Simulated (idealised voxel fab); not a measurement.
This section sets out a process module, namely voxel trench capacitor.
Xsec cut, 285 nm wide, square cell size 5 nm.
Square cells in a grid make up a cross-section in this document, and the grid is given as bands, listed from the top down, each one or more rows of cells.
First you get the band's top height and its bottom height, in nm, and then the materials it's made of, left to right, with each width in nm. If you see a single material with "edge to edge", that one covers the band edge to edge. "air" is empty space.
Ref level 0: as-received wafer is one material below here. Bottom band extends down with no lower bound ("0 and below").
Graded width ("30 to 40"): value in top row of band = first number; value in bottom row = second number; row-to-row change constant.
"no change occurred" for a step: no cell of the cross-section changed in that step.
You'll see "Closed internal cavities" listing empty spaces that have no way open to the top, as long as they're 8 cells or more; the notation is width x height at distance, where the distance is from the left edge, and all of it is in nm.
Read whatever lies past the settings on a step's line as the simulator's own remark about the step.
When a step includes a mask, the "overlay nm" setting on its line states how far to the right of its planned place that mask lay, and negative values state how far to the left.
# These are the steps we planned for the process
step 1: RECEIVE | material Si
step 2: CONFORMAL_DEP | material SiN | thk nm 5
step 3: DIRECTIONAL_DEP | material aC | thk nm 10
step 4: PATTERN | tone open | mask id TRENCH | material resist | width nm 25 | pitch nm 40 | thk nm 30 | overlay nm 0
step 5: DIRECTIONAL_ETCH | etch materials aC | depth nm 10
step 6: STRIP | etch materials resist
step 7: DIRECTIONAL_ETCH | etch materials SiN | depth nm 5
step 8: DIRECTIONAL_ETCH | etch materials Si | depth nm 40
step 9: STRIP | etch materials aC
step 10: CONFORMAL_DEP | material Al2O3 | thk nm 5
step 11: CONFORMAL_DEP | material TiN | thk nm 5
step 12: FILL_DEP | material W | thk nm 10
step 13: CMP | height nm 5
# The following pertains to the first of two wafers, which was processed as planned
# As-received wafer cross-section (after step 1)
> 0 and below | Si edge to edge
> Closed internal cavities: none
# After step 2, in cross-section
> 5 down to 0 | SiN edge to edge
> Under 0: no change, same as before.
# After step 3, in cross-section
> 15 down to 5 | aC edge to edge
> Under 5: no change, same as before.
# After step 4, in cross-section
> 45 down to 15 | 110 resist  25 air  15 resist  25 air  110 resist
> Under 15: no change, same as before.
# After step 5, in cross-section
> 35 down to 15 | 110 resist  25 air  15 resist  25 air  110 resist
> 15 down to 5 | 110 aC  25 air  15 aC  25 air  110 aC
> Under 5: no change, same as before.
# After step 6, in cross-section
> 15 down to 5 | 110 aC  25 air  15 aC  25 air  110 aC
> Under 5: no change, same as before.
# After step 7, in cross-section
> 15 down to 5 | 110 aC  25 air  15 aC  25 air  110 aC
> 5 down to 0 | 110 SiN  25 air  15 SiN  25 air  110 SiN
> Under 0: no change, same as before.
# After step 8, in cross-section
> 15 down to 5 | 110 aC  25 air  15 aC  25 air  110 aC
> 5 down to 0 | 110 SiN  25 air  15 SiN  25 air  110 SiN
> 0 down to -40 | 110 Si  25 air  15 Si  25 air  110 Si
> Under -40: no change, same as before.
# After step 9, in cross-section
> 5 down to 0 | 110 SiN  25 air  15 SiN  25 air  110 SiN
> Under 0: no change, same as before.
# After step 10, in cross-section
> 10 down to 5 | 115 Al2O3  15 air  25 Al2O3  15 air  115 Al2O3
> 5 down to 0 | 110 SiN  5 Al2O3  15 air  5 Al2O3  15 SiN  5 Al2O3  15 air  5 Al2O3  110 SiN
> 0 down to -35 | 110 Si  5 Al2O3  15 air  5 Al2O3  15 Si  5 Al2O3  15 air  5 Al2O3  110 Si
> -35 down to -40 | 110 Si  25 Al2O3  15 Si  25 Al2O3  110 Si
> Under -40: no change, same as before.
# After step 11, in cross-section
> 15 down to 10 | 120 TiN  5 air  35 TiN  5 air  120 TiN
> 10 down to 5 | 115 Al2O3  5 TiN  5 air  5 TiN  25 Al2O3  5 TiN  5 air  5 TiN  115 Al2O3
> 5 down to 0 | 110 SiN  5 Al2O3  5 TiN  5 air  5 TiN  5 Al2O3  15 SiN  5 Al2O3  5 TiN  5 air  5 TiN  5 Al2O3  110 SiN
> 0 down to -30 | 110 Si  5 Al2O3  5 TiN  5 air  5 TiN  5 Al2O3  15 Si  5 Al2O3  5 TiN  5 air  5 TiN  5 Al2O3  110 Si
> -30 down to -35 | 110 Si  5 Al2O3  15 TiN  5 Al2O3  15 Si  5 Al2O3  15 TiN  5 Al2O3  110 Si
> Under -35: no change, same as before.
# After step 12, in cross-section
> 25 down to 15 | W edge to edge
> 15 down to 10 | 120 TiN  5 W  35 TiN  5 W  120 TiN
> 10 down to 5 | 115 Al2O3  5 TiN  5 W  5 TiN  25 Al2O3  5 TiN  5 W  5 TiN  115 Al2O3
> 5 down to 0 | 110 SiN  5 Al2O3  5 TiN  5 W  5 TiN  5 Al2O3  15 SiN  5 Al2O3  5 TiN  5 W  5 TiN  5 Al2O3  110 SiN
> 0 down to -30 | 110 Si  5 Al2O3  5 TiN  5 W  5 TiN  5 Al2O3  15 Si  5 Al2O3  5 TiN  5 W  5 TiN  5 Al2O3  110 Si
> Under -30: no change, same as before.
# After step 13, in cross-section
> 5 down to 0 | 110 SiN  5 Al2O3  5 TiN  5 W  5 TiN  5 Al2O3  15 SiN  5 Al2O3  5 TiN  5 W  5 TiN  5 Al2O3  110 SiN
> Under 0: no change, same as before.
# Okay, second wafer. Nothing different at the start, nothing different in the plan, just one mistake somewhere in the running. As far as step 3, counting that step, it's the first wafer all over again
# Cross-section, second wafer, at the end time the plan gives for step 4
> 45 down to 15 | 100 resist  25 air  15 resist  25 air  120 resist
> Under 15: no change, same as before.
# Cross-section, second wafer, at the end time the plan gives for step 5
> 35 down to 15 | 100 resist  25 air  15 resist  25 air  120 resist
> 15 down to 5 | 100 aC  25 air  15 aC  25 air  120 aC
> Under 5: no change, same as before.
# Cross-section, second wafer, at the end time the plan gives for step 6
> 15 down to 5 | 100 aC  25 air  15 aC  25 air  120 aC
> Under 5: no change, same as before.
# Cross-section, second wafer, at the end time the plan gives for step 7
> 15 down to 5 | 100 aC  25 air  15 aC  25 air  120 aC
> 5 down to 0 | 100 SiN  25 air  15 SiN  25 air  120 SiN
> Under 0: no change, same as before.
# Cross-section, second wafer, at the end time the plan gives for step 8
> 15 down to 5 | 100 aC  25 air  15 aC  25 air  120 aC
> 5 down to 0 | 100 SiN  25 air  15 SiN  25 air  120 SiN
> 0 down to -40 | 100 Si  25 air  15 Si  25 air  120 Si
> Under -40: no change, same as before.
# Cross-section, second wafer, at the end time the plan gives for step 9
> 5 down to 0 | 100 SiN  25 air  15 SiN  25 air  120 SiN
> Under 0: no change, same as before.
# Cross-section, second wafer, at the end time the plan gives for step 10
> 10 down to 5 | 105 Al2O3  15 air  25 Al2O3  15 air  125 Al2O3
> 5 down to 0 | 100 SiN  5 Al2O3  15 air  5 Al2O3  15 SiN  5 Al2O3  15 air  5 Al2O3  120 SiN
> 0 down to -35 | 100 Si  5 Al2O3  15 air  5 Al2O3  15 Si  5 Al2O3  15 air  5 Al2O3  120 Si
> -35 down to -40 | 100 Si  25 Al2O3  15 Si  25 Al2O3  120 Si
> Under -40: no change, same as before.
# Cross-section, second wafer, at the end time the plan gives for step 11
> 15 down to 10 | 110 TiN  5 air  35 TiN  5 air  130 TiN
> 10 down to 5 | 105 Al2O3  5 TiN  5 air  5 TiN  25 Al2O3  5 TiN  5 air  5 TiN  125 Al2O3
> 5 down to 0 | 100 SiN  5 Al2O3  5 TiN  5 air  5 TiN  5 Al2O3  15 SiN  5 Al2O3  5 TiN  5 air  5 TiN  5 Al2O3  120 SiN
> 0 down to -30 | 100 Si  5 Al2O3  5 TiN  5 air  5 TiN  5 Al2O3  15 Si  5 Al2O3  5 TiN  5 air  5 TiN  5 Al2O3  120 Si
> -30 down to -35 | 100 Si  5 Al2O3  15 TiN  5 Al2O3  15 Si  5 Al2O3  15 TiN  5 Al2O3  120 Si
> Under -35: no change, same as before.
# Cross-section, second wafer, at the end time the plan gives for step 12
> 25 down to 15 | W edge to edge
> 15 down to 10 | 110 TiN  5 W  35 TiN  5 W  130 TiN
> 10 down to 5 | 105 Al2O3  5 TiN  5 W  5 TiN  25 Al2O3  5 TiN  5 W  5 TiN  125 Al2O3
> 5 down to 0 | 100 SiN  5 Al2O3  5 TiN  5 W  5 TiN  5 Al2O3  15 SiN  5 Al2O3  5 TiN  5 W  5 TiN  5 Al2O3  120 SiN
> 0 down to -30 | 100 Si  5 Al2O3  5 TiN  5 W  5 TiN  5 Al2O3  15 Si  5 Al2O3  5 TiN  5 W  5 TiN  5 Al2O3  120 Si
> Under -30: no change, same as before.
# Cross-section, second wafer, at the end time the plan gives for step 13
> 5 down to 0 | 100 SiN  5 Al2O3  5 TiN  5 W  5 TiN  5 Al2O3  15 SiN  5 Al2O3  5 TiN  5 W  5 TiN  5 Al2O3  120 SiN
> Under 0: no change, same as before.
Run error: step 4 did not happen as planned, as run it was PATTERN | tone open | mask id TRENCH | material resist | width nm 25 | pitch nm 40 | thk nm 30 | overlay nm -10
End check, second vs first wafer: material counts in cells match, positions do not.
